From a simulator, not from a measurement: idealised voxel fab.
Herein follows the process module entitled voxel plated lines.
For reference, the cross-section in this document is cut, with width 295 nm and square cells of 5 nm.
For the purposes of this document, a cross-section shall be understood as a grid of square cells, specified as bands listed in top-to-bottom order, each band consisting of one or more rows of cells. Basically the band line says how high the top is and how high the bottom is, in nm, and then what's in it from left to right, every material with its width in nm. Empty space shows up as "empty", and if a single material carries "full width" it runs the full band edge to edge. Height 0 is the level under which the wafer as received is all one material. The lowest band goes on downwards, as in "0 nm and below". With a width like "30 to 40", each row of cells in the band differs from the next by the same amount, the top row carrying the first number and the bottom row the second. The designation "nothing altered", where it is given for a processing step, indicates that no cell of the cross-section was altered in the course of that step. The label "Closed internal cavities" introduces a list of the empty spaces, 8 cells or larger, that have no open way up to the top; each entry in it reads width x height at distance, where the distance is taken from the left edge and all three are stated in nm. after a step's settings: what the simulator itself notes on the step. overlay nm: on a step with a mask, how far right of its planned place the mask lay; negative means left.

Steps planned for the process
- 1: RECEIVE [material Si]
- 2: CONFORMAL_DEP [material Al2O3] [thk nm 15]
- 3: DIRECTIONAL_DEP [material TiN] [thk nm 5]
- 4: PATTERN [tone open] [mask id LINES] [material resist] [width nm 30] [pitch nm 55] [thk nm 20] [overlay nm 0]
- 5: EPI [material Ru] [thk nm 5]
- 6: STRIP [etch materials resist]
- 7: DIRECTIONAL_ETCH [etch materials TiN] [depth nm 5]
- 8: CONFORMAL_DEP [material SiN] [thk nm 10]

Cross-sectional view of the wafer in its as-received condition, corresponding to the state after step 1
	0 nm and below  Si full width
	Closed internal cavities: none

End-of-module cross-section of the first of two wafers, processed as planned
	35 nm to 25 nm  empty 95  SiN 50  empty 5  SiN 50  empty 95
	25 nm to 20 nm  SiN 105  Ru 30  SiN 25  Ru 30  SiN 105
	20 nm to 15 nm  SiN 105  TiN 30  SiN 25  TiN 30  SiN 105
	15 nm to 0 nm  Al2O3 full width
	0 nm and below  Si full width
	Closed internal cavities: none

Wafer two, end of module, cross-section. Same start, same plan as wafer one. One mistake in the run
	20 nm to 10 nm  empty 95  SiN 50  empty 5  SiN 50  empty 95
	10 nm to 5 nm  SiN 105  Ru 30  SiN 25  Ru 30  SiN 105
	5 nm to 0 nm  SiN 105  TiN 30  SiN 25  TiN 30  SiN 105
	0 nm and below  Si full width
	Closed internal cavities: none
Processing error: the plan's step 2 was left out and never carried out
Count the cells at the end and the second wafer has more or fewer of some materials than the first: Al2O3 -177
